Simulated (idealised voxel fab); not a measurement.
process module | voxel air gaps
cross-section cut | 255 nm wide | cells 5 nm
A cross-section is a grid of square cells, given in bands from the top down. A band is one or more rows of cells.
Each band's line starts with the height of the band's top and of its bottom, in nm. Then come its materials from left to right, each with its width in nm. One material with "throughout" fills the band from edge to edge. "air" is empty space.
Height 0 is the level under which the wafer as received is all one material. The lowest band goes on downwards, as in "0 down".
A width such as "30 to 40" changes by the same amount from each row of cells to the next, from the band's top row to its bottom row.
"no change" after a step means that no cell of the cross-section changed.
closed voids: empty space of 8 cells or more with no open way to the top, each as width x height at its distance from the left edge, in nm
after a step's settings: what the simulator itself notes on the step
overlay nm, on a step with a mask: how far to the right of its planned place the mask lay; to the left if negative
plan
1 op RECEIVE | material Si
2 op CONFORMAL_DEP | material SiO2 | thk nm 15
3 op CONFORMAL_DEP | material SiCN | thk nm 5
4 op DIRECTIONAL_DEP | material lowk | thk nm 30
5 op MASKED_ETCH | tone open | mask id LINES | width nm 20 | pitch nm 45 | etch materials lowk | depth nm 30 | overlay nm 0
6 op CONFORMAL_DEP | material TiN | thk nm 5
7 op FILL_DEP | material W | thk nm 10
8 op CMP | height nm 50
9 op EPI | material Ru | thk nm 10
10 op SELECTIVE_ETCH | etch materials lowk | depth nm 40
11 op CONFORMAL_DEP | material SiCN | thk nm 5
as received, after step 1
  0 down: Si throughout
  closed voids: none
first wafer at the end, as planned
  65 to 60: air 55 | SiCN 140 | air 60
  60 to 50: air 55 | SiCN 5 | Ru 40 | SiCN 5 | Ru 40 | SiCN 5 | Ru 40 | SiCN 5 | air 60
  50 to 45: air 55 | SiCN 15 | TiN 5 | W 10 | TiN 5 | SiCN 25 | TiN 5 | W 10 | TiN 5 | SiCN 25 | TiN 5 | W 10 | TiN 5 | SiCN 15 | air 60
  45 to 25: air 65 | SiCN 5 | TiN 5 | W 10 | TiN 5 | SiCN 5 | air 15 | SiCN 5 | TiN 5 | W 10 | TiN 5 | SiCN 5 | air 15 | SiCN 5 | TiN 5 | W 10 | TiN 5 | SiCN 5 | air 70
  25 to 20: SiCN 70 | TiN 20 | SiCN 25 | TiN 20 | SiCN 25 | TiN 20 | SiCN 75
  20 to 15: SiCN throughout
  15 to 0: SiO2 throughout
  0 down: Si throughout
  closed voids: 15 x 20 at 95; 15 x 20 at 140
second wafer at the end: like start, like plan, one mistake
  65 to 60: SiCN throughout
  60 to 50: Ru throughout
  50 to 40: W throughout
  40 to 35: TiN 75 | W 10 | TiN 35 | W 10 | TiN 35 | W 10 | TiN 80
  35 to 10: lowk 70 | TiN 5 | W 10 | TiN 5 | lowk 25 | TiN 5 | W 10 | TiN 5 | lowk 25 | TiN 5 | W 10 | TiN 5 | lowk 75
  10 to 5: lowk 70 | TiN 20 | lowk 25 | TiN 20 | lowk 25 | TiN 20 | lowk 75
  5 to 0: SiCN throughout
  0 down: Si throughout
  closed voids: none
what went wrong: step 2 was left out
at the end the second wafer has, in cells: 54 more of Ru | 64 fewer of SiCN | 153 fewer of SiO2 | 45 more of TiN | 108 more of W | 234 more of lowk
closed voids at the end (first wafer, second wafer): 2, 0
